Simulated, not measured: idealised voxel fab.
process module | voxel plated lines
cross-section cut | 265 nm wide | cells 5 nm
A cross-section is a grid of square cells, given in bands from the top down. A band is one or more rows of cells.
Each band's line starts with the height of the band's top and of its bottom, in nm. Then come its materials from left to right, each with its width in nm. One material with "throughout" fills the band from edge to edge. "air" is empty space.
Height 0 is the level under which the wafer as received is all one material. The lowest band goes on downwards, as in "0 down".
A width such as "30 to 40" changes by the same amount from each row of cells to the next, from the band's top row to its bottom row.
"no change" after a step means that no cell of the cross-section changed.
closed voids: empty space of 8 cells or more with no open way to the top, each as width x height at its distance from the left edge, in nm
after a step's settings: what the simulator itself notes on the step
overlay nm, on a step with a mask: how far to the right of its planned place the mask lay; to the left if negative
plan
1 op RECEIVE | material Si
2 op CONFORMAL_DEP | material Al2O3 | thk nm 10
3 op DIRECTIONAL_DEP | material TiN | thk nm 5
4 op PATTERN | tone open | mask id LINES | material resist | width nm 15 | pitch nm 35 | thk nm 20 | overlay nm 0
5 op EPI | material Ru | thk nm 5
6 op STRIP | etch materials resist
7 op DIRECTIONAL_ETCH | etch materials TiN | depth nm 5
8 op CONFORMAL_DEP | material SiN | thk nm 10
as received, after step 1
  0 down: Si throughout
  closed voids: none
first wafer at the end, as planned
  30 to 20: air 80 | SiN 105 | air 80
  20 to 15: SiN 90 | Ru 15 | SiN 20 | Ru 15 | SiN 20 | Ru 15 | SiN 90
  15 to 10: SiN 90 | TiN 15 | SiN 20 | TiN 15 | SiN 20 | TiN 15 | SiN 90
  10 to 0: Al2O3 throughout
  0 down: Si throughout
  closed voids: none
second wafer at the end: like start, like plan, one mistake
  25 to 15: SiN throughout
  15 to 0: Al2O3 throughout
  0 down: Si throughout
  closed voids: none
what went wrong: step 3 ran as: op DIRECTIONAL_DEP | material Al2O3 | thk nm 5
at the end the second wafer has, in cells: 53 more of Al2O3 | 9 fewer of Ru | 24 fewer of SiN | 9 fewer of TiN
